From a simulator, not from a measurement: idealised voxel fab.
Module name: voxel air gaps (process module)
The width of the displayed cross-section, cut, is 210 nm; its cells are square, with a size of 5 nm.
Heads up, the way a cross-section reads in here is a grid of square cells, handed over as bands from the top down, with every band being one or more rows of cells. Heads up on the band format: heights come first, top then bottom, in nm. After that it's the materials left to right, each with its width in nm. A single material flagged "throughout" fills the whole band edge to edge, and "blank" means there's empty space there. Beneath 0, the wafer as received is one material, and that level is where height counting begins. The lowest band goes on downward without a bottom; it is written like "z 0 and below". Graded width ("30->40"): value in top row of band = first number; value in bottom row = second number; row-to-row change constant. No cell of the cross-section changed in a step that is given as "remained unchanged". The entry "Listed closed voids" lists the empty spaces that cover at least 8 cells and have no open path to the top. Each is written as width x height at distance, where the distance is measured from the left edge and all three values are in nm. On each step's line, the part that comes after the settings is the simulator's own comment on the step. overlay nm: where the mask lay relative to plan, measured to the right, on steps with a mask; negatives go left.
### Process steps (planned)
- 1: RECEIVE | material Si
- 2: CONFORMAL_DEP | material SiO2 | thk nm 15
- 3: CONFORMAL_DEP | material SiCN | thk nm 5
- 4: DIRECTIONAL_DEP | material lowk | thk nm 40
- 5: PATTERN | tone open | mask id LINES | material resist | width nm 20 | pitch nm 45 | thk nm 20 | overlay nm 0
- 6: DIRECTIONAL_ETCH | etch materials lowk | depth nm 40
- 7: STRIP | etch materials resist
- 8: CONFORMAL_DEP | material TiN | thk nm 5
- 9: FILL_DEP | material W | thk nm 10
- 10: CMP | height nm 60
- 11: EPI | material Ru | thk nm 10
- 12: SELECTIVE_ETCH | etch materials lowk | depth nm 50
- 13: CONFORMAL_DEP | material SiCN | thk nm 5
### As-received wafer cross-section (after step 1)
    z 0 and below | Si throughout
    Listed closed voids: none
### Starting structure and process plan are as shown above, but one mistake was made in running the module; the wafer cross-section at the end of the module follows
    z 75 to 70 | blank 40 / SiCN 135 / blank 35
    z 70 to 60 | blank 40 / SiCN 5 / Ru 35 / SiCN 10 / Ru 35 / SiCN 10 / Ru 35 / SiCN 5 / blank 35
    z 60 to 55 | blank 40 / SiCN 15 / TiN 5 / W 5 / TiN 5 / SiCN 30 / TiN 5 / W 5 / TiN 5 / SiCN 30 / TiN 5 / W 5 / TiN 5 / SiCN 15 / blank 35
    z 55 to 25 | blank 50 / SiCN 5 / TiN 5 / W 5 / TiN 5 / SiCN 5 / blank 20 / SiCN 5 / TiN 5 / W 5 / TiN 5 / SiCN 5 / blank 20 / SiCN 5 / TiN 5 / W 5 / TiN 5 / SiCN 5 / blank 45
    z 25 to 20 | SiCN 55 / TiN 15 / SiCN 30 / TiN 15 / SiCN 30 / TiN 15 / SiCN 50
    z 20 to 15 | SiCN throughout
    z 15 to 0 | SiO2 throughout
    z 0 and below | Si throughout
    Listed closed voids: 20 x 30 at 75; 20 x 30 at 120
Deviation noted in wafer processing: off-plan run, step 5, actual operation and settings PATTERN | tone open | mask id LINES | material resist | width nm 15 | pitch nm 45 | thk nm 20 | overlay nm 0
